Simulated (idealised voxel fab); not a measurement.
Proc. module: voxel self aligned contacts
Shown is cross-section cut, with a width of 260 nm and square cells of size 5 nm.
Cross-section = grid of square cells, listed top down in bands; band = one or more rows.
The band entry comprises the height of the band's top followed by the height of its bottom, expressed in nm, and subsequently the band's materials from left to right, each stated together with its width in nm. Where a single material is marked with the word "all across", that material fills the band from edge to edge. The word "empty" represents empty space.
Below 0: as-received wafer, all one material; heights counted from there. Lowest band: no bottom, goes on down, written "from 0 down".
The notation "30..40" denotes a width that varies across the rows of cells in the band, beginning at the first number in the top row, finishing at the second number in the bottom row, and changing by an identical amount from each row to the next.
Any step labelled "identical to before" changed none of the cells in the cross-section.
Empty spaces counting at least 8 cells and having no open way to the top are listed in "Closed internal voids". The notation width x height at distance is used for each, the distance being from the left edge and all three values in nm.
Post-settings text on a step line: simulator's own remark regarding the step.
The "overlay nm" setting may appear on a step's line; for a step that uses a mask, it gives how far to the right of its planned position the mask lay, and a negative value indicates the left.
The planned process steps are enumerated hereunder
1: RECEIVE (material Si)
2: CONFORMAL_DEP (material SiO2; thk nm 5)
3: DIRECTIONAL_DEP (material polySi; thk nm 30)
4: DIRECTIONAL_DEP (material SiN; thk nm 20)
5: DIRECTIONAL_DEP (material aC; thk nm 15)
6: PATTERN (tone cover; mask id GATE; material resist; width nm 25; pitch nm 55; thk nm 35; overlay nm 0)
7: DIRECTIONAL_ETCH (etch materials aC; depth nm 15)
8: STRIP (etch materials resist)
9: DIRECTIONAL_ETCH (etch materials SiN; depth nm 20)
10: DIRECTIONAL_ETCH (etch materials polySi; depth nm 30)
11: STRIP (etch materials aC)
12: CONFORMAL_DEP (material SiN; thk nm 5)
13: DIRECTIONAL_ETCH (etch materials SiN; depth nm 5)
14: FILL_DEP (material SiO2; thk nm 20)
15: CMP (height nm 65)
16: DIRECTIONAL_DEP (material aC; thk nm 10)
17: PATTERN (tone open; mask id CONTACT; material resist; width nm 40; thk nm 25; overlay nm 0)
18: DIRECTIONAL_ETCH (etch materials aC; depth nm 10)
19: STRIP (etch materials resist)
20: DIRECTIONAL_ETCH (etch materials SiO2; depth nm 65)
21: STRIP (etch materials aC)
22: CONFORMAL_DEP (material TiN; thk nm 5)
23: FILL_DEP (material W; thk nm 5)
24: CMP (height nm 65)
25: CONFORMAL_DEP (material SiCN; thk nm 5)
Cross-section of the wafer upon arrival, representing the state reached after step 1
	from 0 down: Si all across
	Closed internal voids: none
Cross-section, first of two wafers, end of module, run as planned
	from 70 to 65: SiCN all across
	from 65 to 55: 110 SiO2, 5..15 TiN, 30..10 W, 5..15 TiN, 110 SiO2
	from 55 to 35: 85 SiO2, 35 SiN, 5 TiN, 10 W, 5 TiN, 35 SiN, 85 SiO2
	from 35 to 5: 85 SiO2, 5 SiN, 25 polySi, 5 SiN, 5 TiN, 10 W, 5 TiN, 5 SiN, 25 polySi, 5 SiN, 85 SiO2
	from 5 to 0: 120 SiO2, 20 TiN, 120 SiO2
	from 0 down: Si all across
	Closed internal voids: none
This cross-section belongs to the second wafer of two at the end of the module; the start and the plan were shared with the first, and the run included one mistake
	from 70 to 65: SiCN all across
	from 65 to 60: 110 SiO2, 15 TiN, 10 W, 15 TiN, 110 SiO2
	from 60 to 45: 85 SiO2, 35 SiN, 5 TiN, 10 W, 5 TiN, 35 SiN, 85 SiO2
	from 45 to 40: 85 SiO2, 35 SiN, 20 TiN, 35 SiN, 85 SiO2
	from 40 to 35: SiN all across
	from 35 to 5: polySi all across
	from 5 to 0: SiO2 all across
	from 0 down: Si all across
	Closed internal voids: none
The mistake made against the process plan was this: step 4: run off-plan, actual operation and settings DIRECTIONAL_DEP (material SiN; thk nm 25)
Materials where the second wafer ends with more or fewer cells than the first: +28 SiN; -244 SiO2; -16 TiN; -20 W; +252 polySi
